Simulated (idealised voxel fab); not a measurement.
process module | voxel self aligned vias
cross-section cut | 180 nm wide | cells 5 nm
A cross-section is a grid of square cells, given in bands from the top down. A band is one or more rows of cells.
Each band's line starts with the height of the band's top and of its bottom, in nm. Then come its materials from left to right, each with its width in nm. One material with "throughout" fills the band from edge to edge. "air" is empty space.
Height 0 is the level under which the wafer as received is all one material. The lowest band goes on downwards, as in "0 down".
A width such as "30 to 40" changes by the same amount from each row of cells to the next, from the band's top row to its bottom row.
"no change" after a step means that no cell of the cross-section changed.
closed voids: empty space of 8 cells or more with no open way to the top, each as width x height at its distance from the left edge, in nm
after a step's settings: what the simulator itself notes on the step
overlay nm, on a step with a mask: how far to the right of its planned place the mask lay; to the left if negative
plan
1 op RECEIVE | material Si
2 op CONFORMAL_DEP | material SiO2 | thk nm 10
3 op CONFORMAL_DEP | material SiCN | thk nm 5
4 op DIRECTIONAL_DEP | material lowk | thk nm 25
5 op MASKED_ETCH | tone open | mask id LINES | width nm 30 | pitch nm 75 | etch materials lowk | depth nm 25 | overlay nm 0
6 op CONFORMAL_DEP | material TiN | thk nm 5
7 op FILL_DEP | material Ru | thk nm 5
8 op CMP | height nm 40
9 op SELECTIVE_ETCH | etch materials W Ru TiN | depth nm 5
10 op FILL_DEP | material SiN | thk nm 5
11 op CMP | height nm 40
12 op DIRECTIONAL_DEP | material lowk | thk nm 20
13 op DIRECTIONAL_DEP | material aC | thk nm 15
14 op PATTERN | tone open | mask id VIAS | material resist | width nm 50 | pitch nm 75 | thk nm 30 | overlay nm 0
15 op DIRECTIONAL_ETCH | etch materials aC | depth nm 15
16 op STRIP | etch materials resist
17 op DIRECTIONAL_ETCH | etch materials lowk | depth nm 20
18 op DIRECTIONAL_ETCH | etch materials SiN | depth nm 5
19 op STRIP | etch materials aC
20 op CONFORMAL_DEP | material TiN | thk nm 5
21 op FILL_DEP | material Ru | thk nm 5
22 op CMP | height nm 60
23 op CONFORMAL_DEP | material SiN | thk nm 5
as received, after step 1
  0 down: Si throughout
  closed voids: none
first wafer at the end, as planned
  65 to 60: SiN throughout
  60 to 45: lowk 25 | TiN 5 | Ru 40 | TiN 5 | lowk 25 | TiN 5 | Ru 40 | TiN 5 | lowk 30
  45 to 40: lowk 25 | TiN 15 | Ru 20 | TiN 15 | lowk 25 | TiN 15 | Ru 20 | TiN 15 | lowk 30
  40 to 35: lowk 35 | TiN 30 | lowk 45 | TiN 30 | lowk 40
  35 to 20: lowk 35 | TiN 5 | Ru 20 | TiN 5 | lowk 45 | TiN 5 | Ru 20 | TiN 5 | lowk 40
  20 to 15: lowk 35 | TiN 30 | lowk 45 | TiN 30 | lowk 40
  15 to 10: SiCN throughout
  10 to 0: SiO2 throughout
  0 down: Si throughout
  closed voids: none
second wafer at the end: like start, like plan, one mistake
  65 to 60: SiN throughout
  60 to 40: lowk 25 | TiN 5 | Ru 40 | TiN 5 | lowk 25 | TiN 5 | Ru 40 | TiN 5 | lowk 30
  40 to 35: lowk 25 | TiN 50 | lowk 25 | TiN 50 | lowk 30
  35 to 30: lowk 25 | TiN 15 | Ru 20 | TiN 15 | lowk 25 | TiN 15 | Ru 20 | TiN 15 | lowk 30
  30 to 20: lowk 35 | TiN 5 | Ru 20 | TiN 5 | lowk 45 | TiN 5 | Ru 20 | TiN 5 | lowk 40
  20 to 15: lowk 35 | TiN 30 | lowk 45 | TiN 30 | lowk 40
  15 to 10: SiCN throughout
  10 to 0: SiO2 throughout
  0 down: Si throughout
  closed voids: none
what went wrong: step 17 ran as: op DIRECTIONAL_ETCH | etch materials lowk | depth nm 30
at the end the second wafer has, in cells: 8 more of Ru | 8 more of TiN | 16 fewer of lowk
